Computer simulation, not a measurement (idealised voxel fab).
The following process module bears the name voxel gate over fins.
Pictured: cross-section cut, 235 nm wide, on a grid of 5 nm square cells.
When this document writes out a cross-section, it uses a grid of square cells and lists it as bands, beginning at the top and moving down, with a band standing for one or more rows of cells. Band entry format. Leading values: height of top, height of bottom, nm. Remainder: materials in left-to-right order, each with its width in nm. Special words: "full width" on a single material, which then fills the band edge to edge; "empty", empty space. Heights from 0 (as-received wafer is one material below). Bottom band endless downward, as "top 0, no bottom". The notation "30..40" denotes a width that varies across the rows of cells in the band, beginning at the first number in the top row, finishing at the second number in the bottom row, and changing by an identical amount from each row to the next. When a step is marked "nothing changed", none of the cells in the cross-section changed during that step. The entry "Voids, fully enclosed" lists the empty spaces that cover at least 8 cells and have no open path to the top. Each is written as width x height at distance, where the distance is measured from the left edge and all three values are in nm. Heads up: the bit after the settings on a step's line is the simulator's remark on that step. On any step carrying a mask, the "overlay nm" setting, if present on the step's line, tells how far right of its planned place the mask lay; negative values point to the left.

## The following list gives the planned process steps
1 op RECEIVE | material Si
2 op CONFORMAL_DEP | material SiN | thk nm 5
3 op MASKED_ETCH | tone cover | mask id FINS | width nm 15 | pitch nm 55 | etch materials SiN | depth nm 5 | overlay nm 0
4 op MASKED_ETCH | tone cover | mask id FINS | width nm 15 | pitch nm 55 | etch materials Si | depth nm 40 | overlay nm 0
5 op OXIDIZE | depth nm 5
6 op FILL_DEP | material SiO2 | thk nm 10
7 op CMP | height nm 5
8 op PATTERN | tone open | mask id RAIL | material resist | width nm 15 | thk nm 20 | overlay nm 0
9 op DIRECTIONAL_ETCH | etch materials SiO2 | depth nm 40
10 op STRIP | etch materials resist
11 op CONFORMAL_DEP | material TiN | thk nm 5
12 op FILL_DEP | material Ru | thk nm 5
13 op CMP | height nm 5
14 op SELECTIVE_ETCH | etch materials W Ru TiN | depth nm 25
15 op FILL_DEP | material SiO2 | thk nm 5
16 op CMP | height nm 5
17 op SELECTIVE_ETCH | etch materials SiO2 | depth nm 15
18 op STRIP | etch materials SiN
19 op CONFORMAL_DEP | material HfO2 | thk nm 5
20 op CONFORMAL_DEP | material TiN | thk nm 5
21 op CONFORMAL_DEP | material TiAl | thk nm 5
22 op CONFORMAL_DEP | material TiN | thk nm 5
23 op FILL_DEP | material W | thk nm 15
24 op CMP | height nm 30
25 op CONFORMAL_DEP | material SiN | thk nm 5

## as received, after step 1
	top 0, no bottom  Si full width
	Voids, fully enclosed: none

## Starting structure and process plan are as shown above, but one mistake was made in running the module; the wafer cross-section at the end of the module follows
	top 35, bottom 30  SiN full width
	top 30, bottom 20  W full width
	top 20, bottom 15  W 65; TiN 45; W 10; TiN 45; W 70
	top 15, bottom 10  W 60; TiN 10; TiAl 35; TiN 5; W 5; TiN 10; TiAl 35; TiN 5; W 70
	top 10, bottom 5  TiN 65; TiAl 10; TiN 25; TiAl 5; TiN 15; TiAl 10; TiN 25; TiAl 5; TiN 75
	top 5, bottom 0  TiAl 70; TiN 10; HfO2 15; TiN 5; TiAl 25; TiN 10; HfO2 15; TiN 5; TiAl 80
	top 0, bottom -5  TiN 75; HfO2 10; Si 5; HfO2 5; TiN 35; HfO2 10; Si 5; HfO2 5; TiN 85
	top -5, bottom -10  HfO2 80; Si 10; HfO2 45; Si 10; HfO2 90
	top -10, bottom -20  SiO2 80; Si 10; SiO2 45; Si 10; SiO2 90
	top -20, bottom -30  SiO2 80; Si 10; SiO2 15; TiN 5; Ru 5; TiN 5; SiO2 15; Si 10; SiO2 90
	top -30, bottom -35  SiO2 80; Si 10; SiO2 15; TiN 15; SiO2 15; Si 10; SiO2 90
	top -35, bottom -45  SiO2 80; Si 10; SiO2 45; Si 10; SiO2 90
	top -45, no bottom  Si full width
	Voids, fully enclosed: none
What broke from the plan during processing? planned and actual differ for step 4; actual: op MASKED_ETCH | tone cover | mask id FINS | width nm 15 | pitch nm 55 | etch materials Si | depth nm 40 | overlay nm -5
